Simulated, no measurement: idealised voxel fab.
You're looking at the process module voxel plated lines.
285 nm wide, 5 nm square cells: that's cross-section cut.
Cross-section, as written here: a square-cell grid given band by band from the top down, where a band holds one or more rows of cells.
Band entry format. Leading values: height of top, height of bottom, nm. Remainder: materials in left-to-right order, each with its width in nm. Special words: "everywhere" on a single material, which then fills the band edge to edge; "blank", empty space.
Below 0: as-received wafer, all one material; heights counted from there. Lowest band: no bottom, goes on down, written "0 down".
Graded width ("30..40"): value in top row of band = first number; value in bottom row = second number; row-to-row change constant.
Any step labelled "left unchanged" changed none of the cells in the cross-section.
"Unvented cavities" specifies each empty space that is not open to the top and that occupies no fewer than 8 cells, using the form width x height at distance, the distance measured from the left edge and all three quantities in nm.
after a step's settings: what the simulator itself notes on the step
overlay nm: mask right of planned place by this much (step with mask). Neg. = left.

-- Steps planned for the process
1,RECEIVE [material Si]
2,CONFORMAL_DEP [material SiN] [thk nm 10]
3,DIRECTIONAL_DEP [material TiN] [thk nm 5]
4,PATTERN [tone open] [mask id LINES] [material resist] [width nm 20] [pitch nm 40] [thk nm 15] [overlay nm -15]
5,EPI [material Ru] [thk nm 10]
6,STRIP [etch materials resist]
7,DIRECTIONAL_ETCH [etch materials TiN] [depth nm 5]
8,CONFORMAL_DEP [material SiN] [thk nm 10]
Quick note for whoever runs this: the wafers start identical, but the overlay nm at step 4 isn't the same across them. The plan just shows what the first wafer had.

-- First of several wafers (as received, post step 1), cross-sectional view
0 down = Si everywhere
Unvented cavities: none

-- After the module's final step, step 8: the first of several wafers in cross-section
35 to 25 = 85 nm blank | 80 nm SiN | 120 nm blank
25 to 20 = 85 nm blank | 10 nm SiN | 20 nm Ru | 20 nm SiN | 20 nm Ru | 10 nm SiN | 120 nm blank
20 to 15 = 95 nm SiN | 20 nm Ru | 20 nm SiN | 20 nm Ru | 130 nm SiN
15 to 10 = 95 nm SiN | 20 nm TiN | 20 nm SiN | 20 nm TiN | 130 nm SiN
10 to 0 = SiN everywhere
0 down = Si everywhere
Unvented cavities: none

-- Here's the last wafer cross-sectioned at the end of the module
35 to 25 = 115 nm blank | 80 nm SiN | 90 nm blank
25 to 20 = 115 nm blank | 10 nm SiN | 20 nm Ru | 20 nm SiN | 20 nm Ru | 10 nm SiN | 90 nm blank
20 to 15 = 125 nm SiN | 20 nm Ru | 20 nm SiN | 20 nm Ru | 100 nm SiN
15 to 10 = 125 nm SiN | 20 nm TiN | 20 nm SiN | 20 nm TiN | 100 nm SiN
10 to 0 = SiN everywhere
0 down = Si everywhere
Unvented cavities: none

-- Row per wafer, end-of-module: cell gain (+)/loss (-) by material since the wafer came in, then closed voids
overlay nm -15; +16 Ru; +252 SiN; +8 TiN; Unvented cavities: none
overlay nm -10; +16 Ru; +252 SiN; +8 TiN; Unvented cavities: none
overlay nm -5; +16 Ru; +252 SiN; +8 TiN; Unvented cavities: none
overlay nm 0; +16 Ru; +252 SiN; +8 TiN; Unvented cavities: none
overlay nm 5; +16 Ru; +252 SiN; +8 TiN; Unvented cavities: none
overlay nm 10; +16 Ru; +252 SiN; +8 TiN; Unvented cavities: none
overlay nm 15; +16 Ru; +252 SiN; +8 TiN; Unvented cavities: none
